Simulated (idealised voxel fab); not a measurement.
Process module in this document: voxel tone inversion
Cross-section cut spans 225 nm and uses square cells 5 nm in size.
This document writes a cross-section as a grid whose cells are square, and gives it as bands, listed from the top down; one or more rows of cells form a band.
The entry gives the band's vertical extent as a top height and a bottom height in nm, then its horizontal make-up as materials from left to right, each with a width in nm. "air" stands for empty space; a single material marked "full width" fills the band edge to edge.
Basically, 0 is our baseline, since under it the wafer straight out of the box is all one material. The bottom band has no lower end and keeps on going down, so it looks like "z 0 and below".
Width "30 to 40": first value at the band's top row of cells, second value at its bottom row, equal change from row to row.
Take "nothing changed" at face value: in the step it is given for, the cross-section changed in none of its cells.
This entry, "Voids, fully enclosed", enumerates those empty regions of no fewer than 8 cells that possess no open connection to the top. Each region is reported in the form width x height at distance, the distance being taken from the left edge, with all three quantities expressed in nm.
Read whatever lies past the settings on a step's line as the simulator's own remark about the step.
Among the settings permitted on a step's line is "overlay nm"; applied to a step with a mask, it specifies the extent to which the mask lay to the right of its planned position, whereas a negative figure signifies a position to the left.

## The following list gives the planned process steps
1 RECEIVE (material Si)
2 CONFORMAL_DEP (material SiN; thk nm 5)
3 DIRECTIONAL_DEP (material polySi; thk nm 20)
4 PATTERN (tone cover; mask id POSTS; material resist; width nm 25; pitch nm 40; thk nm 30; overlay nm 0)
5 DIRECTIONAL_ETCH (etch materials polySi; depth nm 20)
6 STRIP (etch materials resist)
7 FILL_DEP (material lowk; thk nm 10)
8 CMP (height nm 25)
9 STRIP (etch materials polySi)

## Received-state cross-section, reflecting completion of step 1
	z 0 and below | Si full width
	Voids, fully enclosed: none

## End state of the module in cross-section, given the above starting point and plan and one mistake in execution
	z 20 to 5 | lowk: 40, air: 25, lowk: 15, air: 25, lowk: 15, air: 25, lowk: 15, air: 25, lowk: 40
	z 5 to 0 | SiN full width
	z 0 and below | Si full width
	Voids, fully enclosed: none
Heads up, the wafer didn't run the way we planned it: step 8 ran as: CMP (height nm 20)
